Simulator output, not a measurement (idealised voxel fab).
This is a process module. Its name is voxel capacitor over wiring.
Square cell edge 5 nm, section width 225 nm, ID cut.
Square cells in a grid make up a cross-section in this document, and the grid is given as bands, listed from the top down, each one or more rows of cells.
Each band's line starts with the height of the band's top and of its bottom, in nm. Then come its materials from left to right, each with its width in nm. One material with "all across" fills the band from edge to edge. "blank" is empty space.
The level at which height equals 0 is the one under which the wafer, as it arrives, is entirely one material. No lower edge exists for the bottom band, which continues downward and is notated as in "from 0 down".
So if you see something like "30->40" for the width, read it as the top row of the band sitting at the first number and the bottom row at the second, with every row in between moving by the same amount as the last.
"nothing changed", as given for a step, is the statement that not any cell of the cross-section underwent a change during that step.
Listed in "Voids, fully enclosed": every empty space of 8 or more cells without an open way to the top. Form: width x height at distance, the distance being from the left edge, all in nm.
That trailing text on a step's line, after the settings, is the simulator's own remark on the step.
For masked steps, "overlay nm" on the step line gives how far right of plan the mask actually lay; a minus sign means it lay to the left.

[Planned step list for the process]
- 1: op RECEIVE | material Si
- 2: op CONFORMAL_DEP | material SiO2 | thk nm 10
- 3: op DIRECTIONAL_DEP | material TiN | thk nm 5
- 4: op DIRECTIONAL_DEP | material W | thk nm 25
- 5: op DIRECTIONAL_DEP | material aC | thk nm 15
- 6: op PATTERN | tone cover | mask id METAL_1 | material resist | width nm 20 | pitch nm 90 | thk nm 30 | overlay nm 0
- 7: op DIRECTIONAL_ETCH | etch materials aC | depth nm 15
- 8: op STRIP | etch materials resist
- 9: op DIRECTIONAL_ETCH | etch materials W | depth nm 25
- 10: op DIRECTIONAL_ETCH | etch materials TiN | depth nm 5
- 11: op STRIP | etch materials aC
- 12: op FILL_DEP | material lowk | thk nm 5
- 13: op CMP | height nm 40
- 14: op CONFORMAL_DEP | material SiCN | thk nm 5
- 15: op DIRECTIONAL_DEP | material SiO2 | thk nm 15
- 16: op DIRECTIONAL_DEP | material aC | thk nm 15
- 17: op PATTERN | tone open | mask id PLUG_1 | material resist | width nm 15 | thk nm 35 | overlay nm 0
- 18: op DIRECTIONAL_ETCH | etch materials aC | depth nm 15
- 19: op STRIP | etch materials resist
- 20: op DIRECTIONAL_ETCH | etch materials SiO2 | depth nm 15
- 21: op DIRECTIONAL_ETCH | etch materials SiCN | depth nm 5
- 22: op STRIP | etch materials aC
- 23: op EPI | material Ru | thk nm 10
- 24: op EPI | material Ru | thk nm 10
- 25: op DIRECTIONAL_DEP | material TiN | thk nm 10
- 26: op DIRECTIONAL_DEP | material Al2O3 | thk nm 5
- 27: op DIRECTIONAL_DEP | material TiN | thk nm 5
- 28: op DIRECTIONAL_DEP | material aC | thk nm 15
- 29: op PATTERN | tone cover | mask id UPPER_PLATE | material resist | width nm 75 | thk nm 35 | overlay nm 0
- 30: op DIRECTIONAL_ETCH | etch materials aC | depth nm 15
- 31: op STRIP | etch materials resist
- 32: op DIRECTIONAL_ETCH | etch materials TiN | depth nm 5
- 33: op DIRECTIONAL_ETCH | etch materials Al2O3 | depth nm 5
- 34: op STRIP | etch materials aC
- 35: op PATTERN | tone cover | mask id LOWER_PLATE | material resist | width nm 85 | thk nm 15 | overlay nm 0
- 36: op DIRECTIONAL_ETCH | etch materials TiN | depth nm 10
- 37: op STRIP | etch materials resist
- 38: op FILL_DEP | material SiO2 | thk nm 15
- 39: op CMP | height nm 90
- 40: op MASKED_ETCH | tone open | mask id PLUG_2 | width nm 15 | etch materials SiO2 | depth nm 10 | overlay nm 0
- 41: op CONFORMAL_DEP | material TiN | thk nm 5
- 42: op FILL_DEP | material Ru | thk nm 5
- 43: op CMP | height nm 90
- 44: op CONFORMAL_DEP | material SiCN | thk nm 5

[Wafer as received: cross-section following step 1]
* from 0 down = Si all across
* Voids, fully enclosed: none

[Cross-section, first of two wafers, end of module, run as planned]
* from 95 to 90 = SiCN all across
* from 90 to 85 = SiO2 70 nm, TiN 5 nm, Ru 5 nm, TiN 5 nm, SiO2 140 nm
* from 85 to 75 = SiO2 70->60 nm, TiN 15->75 nm, SiO2 140->90 nm
* from 75 to 70 = SiO2 60 nm, Al2O3 75 nm, SiO2 90 nm
* from 70 to 60 = SiO2 55 nm, TiN 85 nm, SiO2 85 nm
* from 60 to 45 = SiO2 60 nm, Ru 15 nm, SiO2 150 nm
* from 45 to 40 = SiCN 60 nm, Ru 15 nm, SiCN 150 nm
* from 40 to 15 = lowk 55 nm, W 20 nm, lowk 70 nm, W 20 nm, lowk 60 nm
* from 15 to 10 = lowk 55 nm, TiN 20 nm, lowk 70 nm, TiN 20 nm, lowk 60 nm
* from 10 to 0 = SiO2 all across
* from 0 down = Si all across
* Voids, fully enclosed: none

[Cross-section, wafer two of two, end of module: same start and plan as wafer one, one error in execution]
* from 95 to 90 = SiCN all across
* from 90 to 85 = SiO2 60 nm, TiN 75 nm, SiO2 90 nm
* from 85 to 80 = SiO2 60 nm, Al2O3 75 nm, SiO2 90 nm
* from 80 to 70 = Ru all across
* from 70 to 60 = TiN 60 nm, Ru 15 nm, TiN 150 nm
* from 60 to 50 = SiO2 60 nm, TiN 15 nm, SiO2 150 nm
* from 50 to 45 = SiO2 60 nm, Ru 15 nm, SiO2 150 nm
* from 45 to 40 = SiCN 60 nm, Ru 15 nm, SiCN 150 nm
* from 40 to 15 = lowk 55 nm, W 20 nm, lowk 70 nm, W 20 nm, lowk 60 nm
* from 15 to 10 = lowk 55 nm, TiN 20 nm, lowk 70 nm, TiN 20 nm, lowk 60 nm
* from 10 to 0 = SiO2 all across
* from 0 down = Si all across
* Voids, fully enclosed: none
Deviation from plan: swap of plan steps 24 and 25 during execution
The closing comparison, in cells, has the second wafer with more or fewer of some materials than the first: +89 Ru; -140 SiO2; +51 TiN
